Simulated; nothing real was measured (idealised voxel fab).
The following is a process module called voxel gate over fins.
The cross-section on display is named cut; it measures 255 nm wide, and its cells are 5 nm squares.
Heads up, the way a cross-section reads in here is a grid of square cells, handed over as bands from the top down, with every band being one or more rows of cells. Quick guide to a band line: top height, bottom height (nm) up front; then every material left to right with its width in nm. Only one material and it's marked "edge to edge"? Then it fills the band edge to edge. And "air" just means empty space. Note: height 0 marks the level under which the wafer is uniformly one material as received. Lowest band unbounded below, written "z 0 and below". Read "30->40" as a graded width: first number on top, second number at the bottom, same change between each pair of neighbouring rows. Basically "remained the same" means that step didn't change any cell in the cross-section. So "Enclosed cavities" is basically the list of trapped voids: any empty space of 8 cells or more that can't reach the top through an opening. They're written width x height at distance, the distance being from the left edge, and it's all nm. Anything after a step's settings on that line? It's the simulator's own note about the step. A step line may carry the setting "overlay nm", which, for steps involving a mask, states the distance by which the mask lay to the right of its intended position; negative values denote displacement to the left.
This section lists the process steps that were planned:
1: RECEIVE | material Si
2: CONFORMAL_DEP | material SiN | thk nm 10
3: DIRECTIONAL_DEP | material aC | thk nm 10
4: PATTERN | tone cover | mask id FINS | material resist | width nm 15 | pitch nm 45 | thk nm 25 | overlay nm 0
5: DIRECTIONAL_ETCH | etch materials aC | depth nm 10
6: STRIP | etch materials resist
7: DIRECTIONAL_ETCH | etch materials SiN | depth nm 10
8: DIRECTIONAL_ETCH | etch materials Si | depth nm 40
9: STRIP | etch materials aC
10: FILL_DEP | material SiO2 | thk nm 5
11: CMP | height nm 10
12: SELECTIVE_ETCH | etch materials SiO2 | depth nm 25
13: STRIP | etch materials SiN
14: CONFORMAL_DEP | material HfO2 | thk nm 5
15: CONFORMAL_DEP | material TiN | thk nm 5
16: FILL_DEP | material W | thk nm 15
17: CMP | height nm 20
18: CONFORMAL_DEP | material SiN | thk nm 5
Of two wafers, the first: run according to plan:
Cross-section, incoming material, after step 1:
  z 0 and below: Si edge to edge
  Enclosed cavities: none
Presented here is a cross-section of the wafer after step 2 has been performed:
  z 10 to 0: SiN edge to edge
  Below 0, the layers are the same as they were.
Presented here is a cross-section of the wafer after step 3 has been performed:
  z 20 to 10: aC edge to edge
  Below 10, the layers are the same as they were.
Presented here is a cross-section of the wafer after step 4 has been performed:
  z 45 to 20: air: 75 | resist: 15 | air: 30 | resist: 15 | air: 30 | resist: 15 | air: 75
  Below 20, the layers are the same as they were.
Presented here is a cross-section of the wafer after step 5 has been performed:
  z 35 to 20: air: 75 | resist: 15 | air: 30 | resist: 15 | air: 30 | resist: 15 | air: 75
  z 20 to 10: air: 75 | aC: 15 | air: 30 | aC: 15 | air: 30 | aC: 15 | air: 75
  Below 10, the layers are the same as they were.
Presented here is a cross-section of the wafer after step 6 has been performed:
  z 20 to 10: air: 75 | aC: 15 | air: 30 | aC: 15 | air: 30 | aC: 15 | air: 75
  Below 10, the layers are the same as they were.
Presented here is a cross-section of the wafer after step 7 has been performed:
  z 20 to 10: air: 75 | aC: 15 | air: 30 | aC: 15 | air: 30 | aC: 15 | air: 75
  z 10 to 0: air: 75 | SiN: 15 | air: 30 | SiN: 15 | air: 30 | SiN: 15 | air: 75
  Below 0, the layers are the same as they were.
Presented here is a cross-section of the wafer after step 8 has been performed:
  z 20 to 10: air: 75 | aC: 15 | air: 30 | aC: 15 | air: 30 | aC: 15 | air: 75
  z 10 to 0: air: 75 | SiN: 15 | air: 30 | SiN: 15 | air: 30 | SiN: 15 | air: 75
  z 0 to -40: air: 75 | Si: 15 | air: 30 | Si: 15 | air: 30 | Si: 15 | air: 75
  Below -40, the layers are the same as they were.
Presented here is a cross-section of the wafer after step 9 has been performed:
  z 10 to 0: air: 75 | SiN: 15 | air: 30 | SiN: 15 | air: 30 | SiN: 15 | air: 75
  Below 0, the layers are the same as they were.
Presented here is a cross-section of the wafer after step 10 has been performed:
  z 15 to 10: SiO2 edge to edge
  z 10 to 0: SiO2: 75 | SiN: 15 | SiO2: 30 | SiN: 15 | SiO2: 30 | SiN: 15 | SiO2: 75
  z 0 to -40: SiO2: 75 | Si: 15 | SiO2: 30 | Si: 15 | SiO2: 30 | Si: 15 | SiO2: 75
  Below -40, the layers are the same as they were.
Presented here is a cross-section of the wafer after step 11 has been performed:
  z 10 to 0: SiO2: 75 | SiN: 15 | SiO2: 30 | SiN: 15 | SiO2: 30 | SiN: 15 | SiO2: 75
  Below 0, the layers are the same as they were.
Presented here is a cross-section of the wafer after step 12 has been performed:
  z 10 to 0: air: 75 | SiN: 15 | air: 30 | SiN: 15 | air: 30 | SiN: 15 | air: 75
  z 0 to -15: air: 75 | Si: 15 | air: 30 | Si: 15 | air: 30 | Si: 15 | air: 75
  Below -15, the layers are the same as they were.
Presented here is a cross-section of the wafer after step 13 has been performed:
  z 0 to -15: air: 75 | Si: 15 | air: 30 | Si: 15 | air: 30 | Si: 15 | air: 75
  Below -15, the layers are the same as they were.
Presented here is a cross-section of the wafer after step 14 has been performed:
  z 5 to 0: air: 70 | HfO2: 25 | air: 20 | HfO2: 25 | air: 20 | HfO2: 25 | air: 70
  z 0 to -10: air: 70 | HfO2: 5 | Si: 15 | HfO2: 5 | air: 20 | HfO2: 5 | Si: 15 | HfO2: 5 | air: 20 | HfO2: 5 | Si: 15 | HfO2: 5 | air: 70
  z -10 to -15: HfO2: 75 | Si: 15 | HfO2: 30 | Si: 15 | HfO2: 30 | Si: 15 | HfO2: 75
  Below -15, the layers are the same as they were.
Presented here is a cross-section of the wafer after step 15 has been performed:
  z 10 to 5: air: 65 | TiN: 35 | air: 10 | TiN: 35 | air: 10 | TiN: 35 | air: 65
  z 5 to 0: air: 65 | TiN: 5 | HfO2: 25 | TiN: 5 | air: 10 | TiN: 5 | HfO2: 25 | TiN: 5 | air: 10 | TiN: 5 | HfO2: 25 | TiN: 5 | air: 65
  z 0 to -5: air: 65 | TiN: 5 | HfO2: 5 | Si: 15 | HfO2: 5 | TiN: 5 | air: 10 | TiN: 5 | HfO2: 5 | Si: 15 | HfO2: 5 | TiN: 5 | air: 10 | TiN: 5 | HfO2: 5 | Si: 15 | HfO2: 5 | TiN: 5 | air: 65
  z -5 to -10: TiN: 70 | HfO2: 5 | Si: 15 | HfO2: 5 | TiN: 20 | HfO2: 5 | Si: 15 | HfO2: 5 | TiN: 20 | HfO2: 5 | Si: 15 | HfO2: 5 | TiN: 70
  Below -10, the layers are the same as they were.
Presented here is a cross-section of the wafer after step 16 has been performed:
  z 25 to 10: W edge to edge
  z 10 to 5: W: 65 | TiN: 35 | W: 10 | TiN: 35 | W: 10 | TiN: 35 | W: 65
  z 5 to 0: W: 65 | TiN: 5 | HfO2: 25 | TiN: 5 | W: 10 | TiN: 5 | HfO2: 25 | TiN: 5 | W: 10 | TiN: 5 | HfO2: 25 | TiN: 5 | W: 65
  z 0 to -5: W: 65 | TiN: 5 | HfO2: 5 | Si: 15 | HfO2: 5 | TiN: 5 | W: 10 | TiN: 5 | HfO2: 5 | Si: 15 | HfO2: 5 | TiN: 5 | W: 10 | TiN: 5 | HfO2: 5 | Si: 15 | HfO2: 5 | TiN: 5 | W: 65
  Below -5, the layers are the same as they were.
Presented here is a cross-section of the wafer after step 17 has been performed:
  z 20 to 10: W edge to edge
  Below 10, the layers are the same as they were.
Presented here is a cross-section of the wafer after step 18 has been performed:
  z 25 to 20: SiN edge to edge
  Below 20, the layers are the same as they were.
The remaining wafer, second of the two, started like the first and was run to the same plan, except that one mistake was made along the way; the two coincide through step 13, inclusive:
What the second wafer looks like in cross-section when step 14 should have wrapped up:
  z 5 to 0: air: 70 | TiN: 25 | air: 20 | TiN: 25 | air: 20 | TiN: 25 | air: 70
  z 0 to -10: air: 70 | TiN: 5 | Si: 15 | TiN: 5 | air: 20 | TiN: 5 | Si: 15 | TiN: 5 | air: 20 | TiN: 5 | Si: 15 | TiN: 5 | air: 70
  z -10 to -15: TiN: 75 | Si: 15 | TiN: 30 | Si: 15 | TiN: 30 | Si: 15 | TiN: 75
  Below -15, the layers are the same as they were.
What the second wafer looks like in cross-section when step 15 should have wrapped up:
  z 10 to 5: air: 65 | HfO2: 35 | air: 10 | HfO2: 35 | air: 10 | HfO2: 35 | air: 65
  z 5 to 0: air: 65 | HfO2: 5 | TiN: 25 | HfO2: 5 | air: 10 | HfO2: 5 | TiN: 25 | HfO2: 5 | air: 10 | HfO2: 5 | TiN: 25 | HfO2: 5 | air: 65
  z 0 to -5: air: 65 | HfO2: 5 | TiN: 5 | Si: 15 | TiN: 5 | HfO2: 5 | air: 10 | HfO2: 5 | TiN: 5 | Si: 15 | TiN: 5 | HfO2: 5 | air: 10 | HfO2: 5 | TiN: 5 | Si: 15 | TiN: 5 | HfO2: 5 | air: 65
  z -5 to -10: HfO2: 70 | TiN: 5 | Si: 15 | TiN: 5 | HfO2: 20 | TiN: 5 | Si: 15 | TiN: 5 | HfO2: 20 | TiN: 5 | Si: 15 | TiN: 5 | HfO2: 70
  Below -10, the layers are the same as they were.
What the second wafer looks like in cross-section when step 16 should have wrapped up:
  z 25 to 10: W edge to edge
  z 10 to 5: W: 65 | HfO2: 35 | W: 10 | HfO2: 35 | W: 10 | HfO2: 35 | W: 65
  z 5 to 0: W: 65 | HfO2: 5 | TiN: 25 | HfO2: 5 | W: 10 | HfO2: 5 | TiN: 25 | HfO2: 5 | W: 10 | HfO2: 5 | TiN: 25 | HfO2: 5 | W: 65
  z 0 to -5: W: 65 | HfO2: 5 | TiN: 5 | Si: 15 | TiN: 5 | HfO2: 5 | W: 10 | HfO2: 5 | TiN: 5 | Si: 15 | TiN: 5 | HfO2: 5 | W: 10 | HfO2: 5 | TiN: 5 | Si: 15 | TiN: 5 | HfO2: 5 | W: 65
  Below -5, the layers are the same as they were.
What the second wafer looks like in cross-section when step 17 should have wrapped up:
  z 20 to 10: W edge to edge
  Below 10, the layers are the same as they were.
What the second wafer looks like in cross-section when step 18 should have wrapped up:
  z 25 to 20: SiN edge to edge
  Below 20, the layers are the same as they were.
Plan not followed: the run placed steps 14 and 15 each in the position the plan gave to the other
So at the finish, the second wafer's got exactly as many cells of each material as the first, just not in the same spots.
